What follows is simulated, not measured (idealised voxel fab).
Documented hereafter: the process module known as voxel trench capacitor.
Section shown: cut. Width: 190 nm. Cell size: 5 nm, square.
Bands, listed from the top down, are how a cross-section gets written in this document; the cross-section itself is a grid of square cells, and a band is one or more rows of them. For a band, the entry starts with two heights in nm, that of the top and then that of the bottom, and carries on with the band's materials in order from left to right, each alongside its width in nm; the word "full width" beside a single material means it fills the band edge to edge, and "air" means empty space. A quick word on heights: they are counted from 0, and under that level the wafer as it came to us is one material throughout. The lowest band is different from the rest in having no bottom; it simply continues downward, written as in "0..down". When a width is written as two numbers, as in "30->40", the first number is the width in the top row of cells of the band and the second is the width in its bottom row, and the width changes by the same amount from each row to the next. It should be understood that the words "no change occurred", when stated for a given step, signify that the cross-section underwent no change in any of its cells during that step. The entry "Enclosed empty spaces" lists the empty spaces that cover at least 8 cells and have no open path to the top. Each is written as width x height at distance, where the distance is measured from the left edge and all three values are in nm. Where a step's line continues beyond its settings, the continuation is a remark by the simulator itself on that step. The optional step-line setting "overlay nm" applies to steps with a mask and quantifies how far to the right of its planned location the mask lay, a negative value indicating leftward placement.

Below is the list of planned process steps:
- 1: op RECEIVE | material Si
- 2: op CONFORMAL_DEP | material SiN | thk nm 5
- 3: op DIRECTIONAL_DEP | material aC | thk nm 15
- 4: op PATTERN | tone open | mask id TRENCH | material resist | width nm 25 | pitch nm 40 | thk nm 35 | overlay nm 0
- 5: op DIRECTIONAL_ETCH | etch materials aC | depth nm 15
- 6: op STRIP | etch materials resist
- 7: op DIRECTIONAL_ETCH | etch materials SiN | depth nm 5
- 8: op DIRECTIONAL_ETCH | etch materials Si | depth nm 30
- 9: op STRIP | etch materials aC
- 10: op CONFORMAL_DEP | material HfO2 | thk nm 5
- 11: op CONFORMAL_DEP | material TiN | thk nm 5
- 12: op FILL_DEP | material W | thk nm 10
- 13: op CMP | height nm 5

Run as planned: first of two wafers:

Wafer as received: cross-section following step 1:
  0..down: Si full width
  Enclosed empty spaces: none

The wafer in cross-section once step 2 is complete:
  5..0: SiN full width
  Everything below 0 is unchanged.

The wafer in cross-section once step 3 is complete:
  20..5: aC full width
  Everything below 5 is unchanged.

The wafer in cross-section once step 4 is complete:
  55..20: 60 of resist  25 of air  15 of resist  25 of air  65 of resist
  Everything below 20 is unchanged.

The wafer in cross-section once step 5 is complete:
  40..20: 60 of resist  25 of air  15 of resist  25 of air  65 of resist
  20..5: 60 of aC  25 of air  15 of aC  25 of air  65 of aC
  Everything below 5 is unchanged.

The wafer in cross-section once step 6 is complete:
  20..5: 60 of aC  25 of air  15 of aC  25 of air  65 of aC
  Everything below 5 is unchanged.

The wafer in cross-section once step 7 is complete:
  20..5: 60 of aC  25 of air  15 of aC  25 of air  65 of aC
  5..0: 60 of SiN  25 of air  15 of SiN  25 of air  65 of SiN
  Everything below 0 is unchanged.

The wafer in cross-section once step 8 is complete:
  20..5: 60 of aC  25 of air  15 of aC  25 of air  65 of aC
  5..0: 60 of SiN  25 of air  15 of SiN  25 of air  65 of SiN
  0..-30: 60 of Si  25 of air  15 of Si  25 of air  65 of Si
  Everything below -30 is unchanged.

The wafer in cross-section once step 9 is complete:
  5..0: 60 of SiN  25 of air  15 of SiN  25 of air  65 of SiN
  Everything below 0 is unchanged.

The wafer in cross-section once step 10 is complete:
  10..5: 65 of HfO2  15 of air  25 of HfO2  15 of air  70 of HfO2
  5..0: 60 of SiN  5 of HfO2  15 of air  5 of HfO2  15 of SiN  5 of HfO2  15 of air  5 of HfO2  65 of SiN
  0..-25: 60 of Si  5 of HfO2  15 of air  5 of HfO2  15 of Si  5 of HfO2  15 of air  5 of HfO2  65 of Si
  -25..-30: 60 of Si  25 of HfO2  15 of Si  25 of HfO2  65 of Si
  Everything below -30 is unchanged.

The wafer in cross-section once step 11 is complete:
  15..10: 70 of TiN  5 of air  35 of TiN  5 of air  75 of TiN
  10..5: 65 of HfO2  5 of TiN  5 of air  5 of TiN  25 of HfO2  5 of TiN  5 of air  5 of TiN  70 of HfO2
  5..0: 60 of SiN  5 of HfO2  5 of TiN  5 of air  5 of TiN  5 of HfO2  15 of SiN  5 of HfO2  5 of TiN  5 of air  5 of TiN  5 of HfO2  65 of SiN
  0..-20: 60 of Si  5 of HfO2  5 of TiN  5 of air  5 of TiN  5 of HfO2  15 of Si  5 of HfO2  5 of TiN  5 of air  5 of TiN  5 of HfO2  65 of Si
  -20..-25: 60 of Si  5 of HfO2  15 of TiN  5 of HfO2  15 of Si  5 of HfO2  15 of TiN  5 of HfO2  65 of Si
  Everything below -25 is unchanged.

The wafer in cross-section once step 12 is complete:
  25..15: W full width
  15..10: 70 of TiN  5 of W  35 of TiN  5 of W  75 of TiN
  10..5: 65 of HfO2  5 of TiN  5 of W  5 of TiN  25 of HfO2  5 of TiN  5 of W  5 of TiN  70 of HfO2
  5..0: 60 of SiN  5 of HfO2  5 of TiN  5 of W  5 of TiN  5 of HfO2  15 of SiN  5 of HfO2  5 of TiN  5 of W  5 of TiN  5 of HfO2  65 of SiN
  0..-20: 60 of Si  5 of HfO2  5 of TiN  5 of W  5 of TiN  5 of HfO2  15 of Si  5 of HfO2  5 of TiN  5 of W  5 of TiN  5 of HfO2  65 of Si
  Everything below -20 is unchanged.

The wafer in cross-section once step 13 is complete:
  5..0: 60 of SiN  5 of HfO2  5 of TiN  5 of W  5 of TiN  5 of HfO2  15 of SiN  5 of HfO2  5 of TiN  5 of W  5 of TiN  5 of HfO2  65 of SiN
  Everything below 0 is unchanged.

Second wafer, same starting state and plan as the first, one mistake in the run, identical through step 3:

Cross-section of the second wafer at the time step 4 of the plan should have ended:
  55..20: 60 of air  25 of resist  15 of air  25 of resist  65 of air
  Everything below 20 is unchanged.

Cross-section of the second wafer at the time step 5 of the plan should have ended:
  40..20: 60 of air  25 of resist  15 of air  25 of resist  65 of air
  20..5: 60 of air  25 of aC  15 of air  25 of aC  65 of air
  Everything below 5 is unchanged.

Cross-section of the second wafer at the time step 6 of the plan should have ended:
  20..5: 60 of air  25 of aC  15 of air  25 of aC  65 of air
  Everything below 5 is unchanged.

Cross-section of the second wafer at the time step 7 of the plan should have ended:
  20..5: 60 of air  25 of aC  15 of air  25 of aC  65 of air
  5..0: 60 of air  25 of SiN  15 of air  25 of SiN  65 of air
  Everything below 0 is unchanged.

Cross-section of the second wafer at the time step 8 of the plan should have ended:
  20..5: 60 of air  25 of aC  15 of air  25 of aC  65 of air
  5..0: 60 of air  25 of SiN  15 of air  25 of SiN  65 of air
  0..-30: 60 of air  25 of Si  15 of air  25 of Si  65 of air
  Everything below -30 is unchanged.

Cross-section of the second wafer at the time step 9 of the plan should have ended:
  5..0: 60 of air  25 of SiN  15 of air  25 of SiN  65 of air
  Everything below 0 is unchanged.

Cross-section of the second wafer at the time step 10 of the plan should have ended:
  10..5: 55 of air  35 of HfO2  5 of air  35 of HfO2  60 of air
  5..0: 55 of air  5 of HfO2  25 of SiN  5 of HfO2  5 of air  5 of HfO2  25 of SiN  5 of HfO2  60 of air
  0..-25: 55 of air  5 of HfO2  25 of Si  5 of HfO2  5 of air  5 of HfO2  25 of Si  5 of HfO2  60 of air
  -25..-30: 60 of HfO2  25 of Si  15 of HfO2  25 of Si  65 of HfO2
  Everything below -30 is unchanged.

Cross-section of the second wafer at the time step 11 of the plan should have ended:
  15..10: 50 of air  85 of TiN  55 of air
  10..5: 50 of air  5 of TiN  35 of HfO2  5 of TiN  35 of HfO2  5 of TiN  55 of air
  5..0: 50 of air  5 of TiN  5 of HfO2  25 of SiN  5 of HfO2  5 of TiN  5 of HfO2  25 of SiN  5 of HfO2  5 of TiN  55 of air
  0..-20: 50 of air  5 of TiN  5 of HfO2  25 of Si  5 of HfO2  5 of TiN  5 of HfO2  25 of Si  5 of HfO2  5 of TiN  55 of air
  -20..-25: 55 of TiN  5 of HfO2  25 of Si  5 of HfO2  5 of TiN  5 of HfO2  25 of Si  5 of HfO2  60 of TiN
  Everything below -25 is unchanged.

Cross-section of the second wafer at the time step 12 of the plan should have ended:
  25..15: W full width
  15..10: 50 of W  85 of TiN  55 of W
  10..5: 50 of W  5 of TiN  35 of HfO2  5 of TiN  35 of HfO2  5 of TiN  55 of W
  5..0: 50 of W  5 of TiN  5 of HfO2  25 of SiN  5 of HfO2  5 of TiN  5 of HfO2  25 of SiN  5 of HfO2  5 of TiN  55 of W
  0..-20: 50 of W  5 of TiN  5 of HfO2  25 of Si  5 of HfO2  5 of TiN  5 of HfO2  25 of Si  5 of HfO2  5 of TiN  55 of W
  Everything below -20 is unchanged.

Cross-section of the second wafer at the time step 13 of the plan should have ended:
  5..0: 50 of W  5 of TiN  5 of HfO2  25 of SiN  5 of HfO2  5 of TiN  5 of HfO2  25 of SiN  5 of HfO2  5 of TiN  55 of W
  Everything below 0 is unchanged.
What went wrong in running the wafer? step 4: run off-plan, actual operation and settings op PATTERN | tone cover | mask id TRENCH | material resist | width nm 25 | pitch nm 40 | thk nm 35 | overlay nm 0
Wafer comparison, final, in cells, second relative to first, materials more or fewer: +18 HfO2 | -108 Si | -18 SiN | +13 TiN | +95 W
